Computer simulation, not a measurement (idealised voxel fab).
The following is a process module called voxel released beams.
cross-section cut | 230 nm wide | cells 5 nm
Cross-sections here: square-cell grids, written as top-down lists of bands, a band being one or more rows of cells. Quick guide to a band line: top height, bottom height (nm) up front; then every material left to right with its width in nm. Only one material and it's marked "full width"? Then it fills the band edge to edge. And "empty" just means empty space. Basically, 0 is our baseline, since under it the wafer straight out of the box is all one material. The bottom band has no lower end and keeps on going down, so it looks like "0 and below". When a width is written as two numbers, as in "30..40", the first number is the width in the top row of cells of the band and the second is the width in its bottom row, and the width changes by the same amount from each row to the next. It should be understood that the words "nothing different", when stated for a given step, signify that the cross-section underwent no change in any of its cells during that step. In "closed voids" the enclosed voids are listed, meaning empty spaces of 8 cells or larger without any opening to the top. The form is width x height at distance, distance from the left edge, units nm. Anything after a step's settings on that line? It's the simulator's own note about the step. "overlay nm" answers the question of how far to the right of plan the mask lay on a step that has a mask, and when it is negative the answer is to the left.
The planned process steps are enumerated hereunder
1,RECEIVE: material Si
2,CONFORMAL_DEP: material Al2O3, thk nm 10
3,DIRECTIONAL_DEP: material SiO2, thk nm 15
4,PATTERN: tone open, mask id ANCHOR, material resist, width nm 35, thk nm 15, overlay nm 0
5,DIRECTIONAL_ETCH: etch materials SiO2, depth nm 15
6,STRIP: etch materials resist
7,CONFORMAL_DEP: material polySi, thk nm 10
8,DIRECTIONAL_DEP: material aC, thk nm 10
9,PATTERN: tone cover, mask id BEAM, material resist, width nm 95, thk nm 25, overlay nm 0
10,DIRECTIONAL_ETCH: etch materials aC, depth nm 10
11,STRIP: etch materials resist
12,DIRECTIONAL_ETCH: etch materials polySi, depth nm 10
13,STRIP: etch materials aC
14,STRIP: etch materials SiO2
First wafer, two in total, run as planned
Shown in cross-section is the wafer as received, that is, as it stands after step 1
> 0 and below = Si full width
> closed voids: none
Wafer xsec, post step 2
> 10 down to 0 = Al2O3 full width
> Beneath the level 0, the cross-section is identical to its previous state.
Wafer xsec, post step 3
> 25 down to 10 = SiO2 full width
> Beneath the level 10, the cross-section is identical to its previous state.
Wafer xsec, post step 4
> 40 down to 25 = resist (70), then empty (35), then resist (125)
> Beneath the level 25, the cross-section is identical to its previous state.
Wafer xsec, post step 5
> 40 down to 25 = resist (70), then empty (35), then resist (125)
> 25 down to 10 = SiO2 (70), then empty (35), then SiO2 (125)
> Beneath the level 10, the cross-section is identical to its previous state.
Wafer xsec, post step 6
> 25 down to 10 = SiO2 (70), then empty (35), then SiO2 (125)
> Beneath the level 10, the cross-section is identical to its previous state.
Wafer xsec, post step 7
> 35 down to 25 = polySi (80), then empty (15), then polySi (135)
> 25 down to 20 = SiO2 (70), then polySi (10), then empty (15), then polySi (10), then SiO2 (125)
> 20 down to 10 = SiO2 (70), then polySi (35), then SiO2 (125)
> Beneath the level 10, the cross-section is identical to its previous state.
Wafer xsec, post step 8
> 45 down to 35 = aC (80), then empty (15), then aC (135)
> 35 down to 30 = polySi (80), then empty (15), then polySi (135)
> 30 down to 25 = polySi (80), then aC (15), then polySi (135)
> 25 down to 20 = SiO2 (70), then polySi (10), then aC (15), then polySi (10), then SiO2 (125)
> Beneath the level 20, the cross-section is identical to its previous state.
Wafer xsec, post step 9
> 70 down to 45 = empty (65), then resist (95), then empty (70)
> 45 down to 35 = aC (80), then resist (15), then aC (135)
> 35 down to 30 = polySi (80), then resist (15), then polySi (135)
> Beneath the level 30, the cross-section is identical to its previous state.
Wafer xsec, post step 10
> 60 down to 45 = empty (65), then resist (95), then empty (70)
> 45 down to 35 = empty (65), then aC (15), then resist (15), then aC (65), then empty (70)
> Beneath the level 35, the cross-section is identical to its previous state.
Wafer xsec, post step 11
> 45 down to 35 = empty (65), then aC (15), then empty (15), then aC (65), then empty (70)
> 35 down to 30 = polySi (80), then empty (15), then polySi (135)
> Beneath the level 30, the cross-section is identical to its previous state.
Wafer xsec, post step 12
> 45 down to 35 = empty (65), then aC (15), then empty (15), then aC (65), then empty (70)
> 35 down to 30 = empty (65), then polySi (15), then empty (15), then polySi (65), then empty (70)
> 30 down to 25 = empty (65), then polySi (15), then aC (15), then polySi (65), then empty (70)
> Beneath the level 25, the cross-section is identical to its previous state.
Wafer xsec, post step 13
> 35 down to 25 = empty (65), then polySi (15), then empty (15), then polySi (65), then empty (70)
> 25 down to 20 = SiO2 (70), then polySi (10), then empty (15), then polySi (10), then SiO2 (125)
> Beneath the level 20, the cross-section is identical to its previous state.
Wafer xsec, post step 14
> 35 down to 25 = empty (65), then polySi (15), then empty (15), then polySi (65), then empty (70)
> 25 down to 20 = empty (70), then polySi (10), then empty (15), then polySi (10), then empty (125)
> 20 down to 10 = empty (70), then polySi (35), then empty (125)
> Beneath the level 10, the cross-section is identical to its previous state.
What follows concerns the second wafer, which started out like the first and was meant to follow the very same plan; one mistake crept in when it was run, but everything up to and including step 2 is the same as for the first wafer
The second wafer in cross-section, at the planned close of step 3
> 25 down to 10 = polySi full width
> Beneath the level 10, the cross-section is identical to its previous state.
The second wafer in cross-section, at the planned close of step 4
> 40 down to 25 = resist (70), then empty (35), then resist (125)
> Beneath the level 25, the cross-section is identical to its previous state.
The second wafer in cross-section, at the planned close of step 5: nothing different
The second wafer in cross-section, at the planned close of step 6
> 25 down to 10 = polySi full width
> Beneath the level 10, the cross-section is identical to its previous state.
The second wafer in cross-section, at the planned close of step 7
> 35 down to 10 = polySi full width
> Beneath the level 10, the cross-section is identical to its previous state.
The second wafer in cross-section, at the planned close of step 8
> 45 down to 35 = aC full width
> Beneath the level 35, the cross-section is identical to its previous state.
The second wafer in cross-section, at the planned close of step 9
> 70 down to 45 = empty (65), then resist (95), then empty (70)
> Beneath the level 45, the cross-section is identical to its previous state.
The second wafer in cross-section, at the planned close of step 10
> 60 down to 45 = empty (65), then resist (95), then empty (70)
> 45 down to 35 = empty (65), then aC (95), then empty (70)
> Beneath the level 35, the cross-section is identical to its previous state.
The second wafer in cross-section, at the planned close of step 11
> 45 down to 35 = empty (65), then aC (95), then empty (70)
> Beneath the level 35, the cross-section is identical to its previous state.
The second wafer in cross-section, at the planned close of step 12
> 45 down to 35 = empty (65), then aC (95), then empty (70)
> 35 down to 25 = empty (65), then polySi (95), then empty (70)
> Beneath the level 25, the cross-section is identical to its previous state.
The second wafer in cross-section, at the planned close of step 13
> 35 down to 25 = empty (65), then polySi (95), then empty (70)
> Beneath the level 25, the cross-section is identical to its previous state.
The second wafer in cross-section, at the planned close of step 14: nothing different
The plan and the run diverged here: contrary to plan, step 3 was performed as DIRECTIONAL_DEP: material polySi, thk nm 15
End of process, cell counts, second wafer against first, materials with more or fewer: +126 polySi
